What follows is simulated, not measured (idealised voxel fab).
Process module in this document: voxel quadruple lines
Cross-section cut spans 265 nm and uses square cells 5 nm in size.
A cross-section is a grid of square cells, given in bands from the top down. A band is one or more rows of cells. It is stipulated that each band's entry specify, in nanometres, the height of the top of the band and then that of its bottom, followed by the materials of the band in left-to-right sequence, each together with its width in nanometres. A single material marked by the word "throughout" is understood to fill the band from edge to edge; the word "blank" is understood to denote empty space. Heads up on the height convention: 0 is the point under which the incoming wafer is all one material, and the lowest band has no bottom, it just keeps going down, like "top 0, no bottom". A two-number width, for instance "30 to 40", indicates that the width is equal to the first number in the top row of the band and to the second number in the bottom row, and that it changes by a constant amount per row of cells. Any step labelled "nothing got changed" changed none of the cells in the cross-section. The entry "Voids, fully enclosed" lists the empty spaces that cover at least 8 cells and have no open path to the top. Each is written as width x height at distance, where the distance is measured from the left edge and all three values are in nm. Whatever follows a step's settings on its line is a remark the simulator itself makes about that step. The line of a step may include "overlay nm". On a step with a mask, this value is how far to the right of its planned place the mask lay. A negative value means the mask lay to the left.

[This section lists the process steps that were planned]
1,op RECEIVE | material Si
2,op CONFORMAL_DEP | material Al2O3 | thk nm 5
3,op DIRECTIONAL_DEP | material Ru | thk nm 15
4,op DIRECTIONAL_DEP | material polySi | thk nm 20
5,op DIRECTIONAL_DEP | material aC | thk nm 20
6,op PATTERN | tone cover | mask id MANDREL | material resist | width nm 20 | thk nm 25 | overlay nm 0
7,op DIRECTIONAL_ETCH | etch materials aC | depth nm 20
8,op STRIP | etch materials resist
9,op CONFORMAL_DEP | material SiO2 | thk nm 10
10,op DIRECTIONAL_ETCH | etch materials SiO2 | depth nm 10
11,op STRIP | etch materials aC
12,op DIRECTIONAL_ETCH | etch materials polySi | depth nm 20
13,op STRIP | etch materials SiO2
14,op CONFORMAL_DEP | material SiN | thk nm 5
15,op DIRECTIONAL_ETCH | etch materials SiN | depth nm 5
16,op STRIP | etch materials polySi
17,op DIRECTIONAL_ETCH | etch materials Ru | depth nm 15
18,op STRIP | etch materials SiN

[This is the cross-section of the wafer as we received it, i.e. after step 1]
  top 0, no bottom: Si throughout
  Voids, fully enclosed: none

[Cross-section taken at module completion on the first of two wafers; processed per the plan]
  top 20, bottom 5: 105 blank  5 Ru  10 blank  5 Ru  10 blank  5 Ru  10 blank  5 Ru  110 blank
  top 5, bottom 0: Al2O3 throughout
  top 0, no bottom: Si throughout
  Voids, fully enclosed: none

[The second wafer, shown in cross-section after the module: started the same way as the first and given the same plan, yet one mistake crept into how it was run]
  top 25, bottom 5: polySi throughout
  top 5, bottom 0: Al2O3 throughout
  top 0, no bottom: Si throughout
  Voids, fully enclosed: none
Deviation noted in wafer processing: step 3 ran in the slot meant for step 4, and vice versa
Final cells, second wafer relative to first, materials higher or lower: Ru -12 | polySi +212
